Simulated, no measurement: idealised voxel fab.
Name of the process module below: voxel fin reveal
The figure presents cross-section cut, which has a width of 275 nm and is divided into square cells with an edge length of 5 nm.
When this document writes out a cross-section, it uses a grid of square cells and lists it as bands, beginning at the top and moving down, with a band standing for one or more rows of cells.
It is stipulated that each band's entry specify, in nanometres, the height of the top of the band and then that of its bottom, followed by the materials of the band in left-to-right sequence, each together with its width in nanometres. A single material marked by the word "everywhere" is understood to fill the band from edge to edge; the word "air" is understood to denote empty space.
Zero point of the height axis is 0; under it, received wafer = one material. Lowest band: continues down indefinitely, "0 -> down".
Note: "30->40" means the width goes from the first number (top row of the band) to the second number (bottom row) in equal steps per row of cells.
You'll sometimes find "identical to before" written for a step, and that's the way of saying that nowhere in the cross-section did a cell change during that step.
"Closed cavities" - sealed voids, min. 8 cells, no opening to top; format: width x height at distance (distance from left edge; nm throughout).
It should be noted that, on the line of a given step, the content following the step's settings is a remark produced by the simulator itself with respect to that step.
On any step carrying a mask, the "overlay nm" setting, if present on the step's line, tells how far right of its planned place the mask lay; negative values point to the left.
[plan]
1,RECEIVE with material Si
2,CONFORMAL_DEP with material SiN, thk nm 5
3,PATTERN with tone cover, mask id FINS, material resist, width nm 15, pitch nm 35, thk nm 20, overlay nm 0
4,DIRECTIONAL_ETCH with etch materials SiN, depth nm 5
5,DIRECTIONAL_ETCH with etch materials Si, depth nm 40
6,STRIP with etch materials resist
7,OXIDIZE with depth nm 5
8,FILL_DEP with material SiO2, thk nm 15
9,CMP with height nm 5
10,SELECTIVE_ETCH with etch materials SiO2, depth nm 25
11,STRIP with etch materials SiN
Quick note for whoever runs this: the wafers start identical, but the depth nm at step 10 isn't the same across them. The plan just shows what the first wafer had.
[Step 1 complete: as-received cross-section of the first of several wafers]
    0 -> down: Si everywhere
    Closed cavities: none
[Rows = wafers. At module end, each row lists per material the cells gained (+) or lost (-) since the wafer was received, then the closed voids]
depth nm 25 | -477 Si | +265 SiO2 | Closed cavities: none
depth nm 30 | -477 Si | +212 SiO2 | Closed cavities: none
depth nm 35 | -477 Si | +159 SiO2 | Closed cavities: none
depth nm 40 | -477 Si | +106 SiO2 | Closed cavities: none
depth nm 45 | -477 Si | +53 SiO2 | Closed cavities: none
depth nm 50 | -477 Si | Closed cavities: none
